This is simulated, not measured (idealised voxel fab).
process module | voxel air gaps
cross-section cut | 290 nm wide | cells 5 nm
A cross-section is a grid of square cells, given in bands from the top down. A band is one or more rows of cells.
Each band's line starts with the height of the band's top and of its bottom, in nm. Then come its materials from left to right, each with its width in nm. One material with "throughout" fills the band from edge to edge. "air" is empty space.
Height 0 is the level under which the wafer as received is all one material. The lowest band goes on downwards, as in "0 down".
A width such as "30 to 40" changes by the same amount from each row of cells to the next, from the band's top row to its bottom row.
"no change" after a step means that no cell of the cross-section changed.
closed voids: empty space of 8 cells or more with no open way to the top, each as width x height at its distance from the left edge, in nm
after a step's settings: what the simulator itself notes on the step
overlay nm, on a step with a mask: how far to the right of its planned place the mask lay; to the left if negative
plan
1 op RECEIVE | material Si
2 op CONFORMAL_DEP | material SiO2 | thk nm 15
3 op CONFORMAL_DEP | material SiN | thk nm 5
4 op DIRECTIONAL_DEP | material SiO2 | thk nm 30
5 op DIRECTIONAL_DEP | material aC | thk nm 10
6 op PATTERN | tone open | mask id LINES | material resist | width nm 15 | pitch nm 45 | thk nm 30 | overlay nm 0
7 op DIRECTIONAL_ETCH | etch materials aC | depth nm 10
8 op STRIP | etch materials resist
9 op DIRECTIONAL_ETCH | etch materials SiO2 | depth nm 30
10 op STRIP | etch materials aC
11 op CONFORMAL_DEP | material TiN | thk nm 5
12 op FILL_DEP | material Ru | thk nm 10
13 op CMP | height nm 50
14 op EPI | material Ru | thk nm 10
15 op SELECTIVE_ETCH | etch materials SiO2 | depth nm 40
16 op CONFORMAL_DEP | material SiN | thk nm 5
first wafer, as planned
as received, after step 1
  0 down: Si throughout
  closed voids: none
after step 2
  15 to 0: SiO2 throughout
  below 0: unchanged
after step 3
  20 to 15: SiN throughout
  below 15: unchanged
after step 4
  50 to 20: SiO2 throughout
  below 20: unchanged
after step 5
  60 to 50: aC throughout
  below 50: unchanged
after step 6
  90 to 60: resist 70 | air 15 | resist 30 | air 15 | resist 30 | air 15 | resist 30 | air 15 | resist 70
  below 60: unchanged
after step 7
  80 to 60: resist 70 | air 15 | resist 30 | air 15 | resist 30 | air 15 | resist 30 | air 15 | resist 70
  60 to 50: aC 70 | air 15 | aC 30 | air 15 | aC 30 | air 15 | aC 30 | air 15 | aC 70
  below 50: unchanged
after step 8
  60 to 50: aC 70 | air 15 | aC 30 | air 15 | aC 30 | air 15 | aC 30 | air 15 | aC 70
  below 50: unchanged
after step 9
  60 to 50: aC 70 | air 15 | aC 30 | air 15 | aC 30 | air 15 | aC 30 | air 15 | aC 70
  50 to 20: SiO2 70 | air 15 | SiO2 30 | air 15 | SiO2 30 | air 15 | SiO2 30 | air 15 | SiO2 70
  below 20: unchanged
after step 10
  50 to 20: SiO2 70 | air 15 | SiO2 30 | air 15 | SiO2 30 | air 15 | SiO2 30 | air 15 | SiO2 70
  below 20: unchanged
after step 11
  55 to 50: TiN 75 | air 5 | TiN 40 | air 5 | TiN 40 | air 5 | TiN 40 | air 5 | TiN 75
  50 to 25: SiO2 70 | TiN 5 | air 5 | TiN 5 | SiO2 30 | TiN 5 | air 5 | TiN 5 | SiO2 30 | TiN 5 | air 5 | TiN 5 | SiO2 30 | TiN 5 | air 5 | TiN 5 | SiO2 70
  25 to 20: SiO2 70 | TiN 15 | SiO2 30 | TiN 15 | SiO2 30 | TiN 15 | SiO2 30 | TiN 15 | SiO2 70
  below 20: unchanged
after step 12
  65 to 55: Ru throughout
  55 to 50: TiN 75 | Ru 5 | TiN 40 | Ru 5 | TiN 40 | Ru 5 | TiN 40 | Ru 5 | TiN 75
  50 to 25: SiO2 70 | TiN 5 | Ru 5 | TiN 5 | SiO2 30 | TiN 5 | Ru 5 | TiN 5 | SiO2 30 | TiN 5 | Ru 5 | TiN 5 | SiO2 30 | TiN 5 | Ru 5 | TiN 5 | SiO2 70
  below 25: unchanged
after step 13
  50 to 25: SiO2 70 | TiN 5 | Ru 5 | TiN 5 | SiO2 30 | TiN 5 | Ru 5 | TiN 5 | SiO2 30 | TiN 5 | Ru 5 | TiN 5 | SiO2 30 | TiN 5 | Ru 5 | TiN 5 | SiO2 70
  below 25: unchanged
after step 14
  60 to 50: air 60 | Ru 35 | air 10 | Ru 35 | air 10 | Ru 35 | air 10 | Ru 35 | air 60
  below 50: unchanged
after step 15
  60 to 50: air 60 | Ru 35 | air 10 | Ru 35 | air 10 | Ru 35 | air 10 | Ru 35 | air 60
  50 to 25: air 70 | TiN 5 | Ru 5 | TiN 5 | air 30 | TiN 5 | Ru 5 | TiN 5 | air 30 | TiN 5 | Ru 5 | TiN 5 | air 30 | TiN 5 | Ru 5 | TiN 5 | air 70
  25 to 20: air 70 | TiN 15 | air 30 | TiN 15 | air 30 | TiN 15 | air 30 | TiN 15 | air 70
  below 20: unchanged
after step 16
  65 to 60: air 55 | SiN 180 | air 55
  60 to 50: air 55 | SiN 5 | Ru 35 | SiN 10 | Ru 35 | SiN 10 | Ru 35 | SiN 10 | Ru 35 | SiN 5 | air 55
  50 to 45: air 55 | SiN 15 | TiN 5 | Ru 5 | TiN 5 | SiN 30 | TiN 5 | Ru 5 | TiN 5 | SiN 30 | TiN 5 | Ru 5 | TiN 5 | SiN 30 | TiN 5 | Ru 5 | TiN 5 | SiN 15 | air 55
  45 to 25: air 65 | SiN 5 | TiN 5 | Ru 5 | TiN 5 | SiN 5 | air 20 | SiN 5 | TiN 5 | Ru 5 | TiN 5 | SiN 5 | air 20 | SiN 5 | TiN 5 | Ru 5 | TiN 5 | SiN 5 | air 20 | SiN 5 | TiN 5 | Ru 5 | TiN 5 | SiN 5 | air 65
  25 to 20: SiN 70 | TiN 15 | SiN 30 | TiN 15 | SiN 30 | TiN 15 | SiN 30 | TiN 15 | SiN 70
  below 20: unchanged
  closed voids: 20 x 20 at 90; 20 x 20 at 135; 20 x 20 at 180
second wafer: like start, like plan, one mistake. Through step 5 it matches the first wafer
when step 6 should have ended
  90 to 60: resist 65 | air 25 | resist 20 | air 25 | resist 20 | air 25 | resist 20 | air 25 | resist 65
  below 60: unchanged
when step 7 should have ended
  80 to 60: resist 65 | air 25 | resist 20 | air 25 | resist 20 | air 25 | resist 20 | air 25 | resist 65
  60 to 50: aC 65 | air 25 | aC 20 | air 25 | aC 20 | air 25 | aC 20 | air 25 | aC 65
  below 50: unchanged
when step 8 should have ended
  60 to 50: aC 65 | air 25 | aC 20 | air 25 | aC 20 | air 25 | aC 20 | air 25 | aC 65
  below 50: unchanged
when step 9 should have ended
  60 to 50: aC 65 | air 25 | aC 20 | air 25 | aC 20 | air 25 | aC 20 | air 25 | aC 65
  50 to 20: SiO2 65 | air 25 | SiO2 20 | air 25 | SiO2 20 | air 25 | SiO2 20 | air 25 | SiO2 65
  below 20: unchanged
when step 10 should have ended
  50 to 20: SiO2 65 | air 25 | SiO2 20 | air 25 | SiO2 20 | air 25 | SiO2 20 | air 25 | SiO2 65
  below 20: unchanged
when step 11 should have ended
  55 to 50: TiN 70 | air 15 | TiN 30 | air 15 | TiN 30 | air 15 | TiN 30 | air 15 | TiN 70
  50 to 25: SiO2 65 | TiN 5 | air 15 | TiN 5 | SiO2 20 | TiN 5 | air 15 | TiN 5 | SiO2 20 | TiN 5 | air 15 | TiN 5 | SiO2 20 | TiN 5 | air 15 | TiN 5 | SiO2 65
  25 to 20: SiO2 65 | TiN 25 | SiO2 20 | TiN 25 | SiO2 20 | TiN 25 | SiO2 20 | TiN 25 | SiO2 65
  below 20: unchanged
when step 12 should have ended
  65 to 55: Ru throughout
  55 to 50: TiN 70 | Ru 15 | TiN 30 | Ru 15 | TiN 30 | Ru 15 | TiN 30 | Ru 15 | TiN 70
  50 to 25: SiO2 65 | TiN 5 | Ru 15 | TiN 5 | SiO2 20 | TiN 5 | Ru 15 | TiN 5 | SiO2 20 | TiN 5 | Ru 15 | TiN 5 | SiO2 20 | TiN 5 | Ru 15 | TiN 5 | SiO2 65
  below 25: unchanged
when step 13 should have ended
  50 to 25: SiO2 65 | TiN 5 | Ru 15 | TiN 5 | SiO2 20 | TiN 5 | Ru 15 | TiN 5 | SiO2 20 | TiN 5 | Ru 15 | TiN 5 | SiO2 20 | TiN 5 | Ru 15 | TiN 5 | SiO2 65
  below 25: unchanged
when step 14 should have ended
  60 to 50: air 55 | Ru 180 | air 55
  below 50: unchanged
when step 15 should have ended
  60 to 50: air 55 | Ru 180 | air 55
  50 to 25: air 65 | TiN 5 | Ru 15 | TiN 5 | SiO2 20 | TiN 5 | Ru 15 | TiN 5 | SiO2 20 | TiN 5 | Ru 15 | TiN 5 | SiO2 20 | TiN 5 | Ru 15 | TiN 5 | air 65
  25 to 20: air 65 | TiN 25 | SiO2 20 | TiN 25 | SiO2 20 | TiN 25 | SiO2 20 | TiN 25 | air 65
  below 20: unchanged
when step 16 should have ended
  65 to 60: air 50 | SiN 190 | air 50
  60 to 50: air 50 | SiN 5 | Ru 180 | SiN 5 | air 50
  50 to 45: air 50 | SiN 15 | TiN 5 | Ru 15 | TiN 5 | SiO2 20 | TiN 5 | Ru 15 | TiN 5 | SiO2 20 | TiN 5 | Ru 15 | TiN 5 | SiO2 20 | TiN 5 | Ru 15 | TiN 5 | SiN 15 | air 50
  45 to 25: air 60 | SiN 5 | TiN 5 | Ru 15 | TiN 5 | SiO2 20 | TiN 5 | Ru 15 | TiN 5 | SiO2 20 | TiN 5 | Ru 15 | TiN 5 | SiO2 20 | TiN 5 | Ru 15 | TiN 5 | SiN 5 | air 60
  25 to 20: SiN 65 | TiN 25 | SiO2 20 | TiN 25 | SiO2 20 | TiN 25 | SiO2 20 | TiN 25 | SiN 65
  below 20: unchanged
what went wrong: step 6 ran as: op PATTERN | tone open | mask id LINES | material resist | width nm 25 | pitch nm 45 | thk nm 30 | overlay nm 0
at the end the second wafer has, in cells: 56 more of Ru | 72 fewer of SiN | 72 more of SiO2 | 8 more of TiN
closed voids at the end (first wafer, second wafer): 3, 0
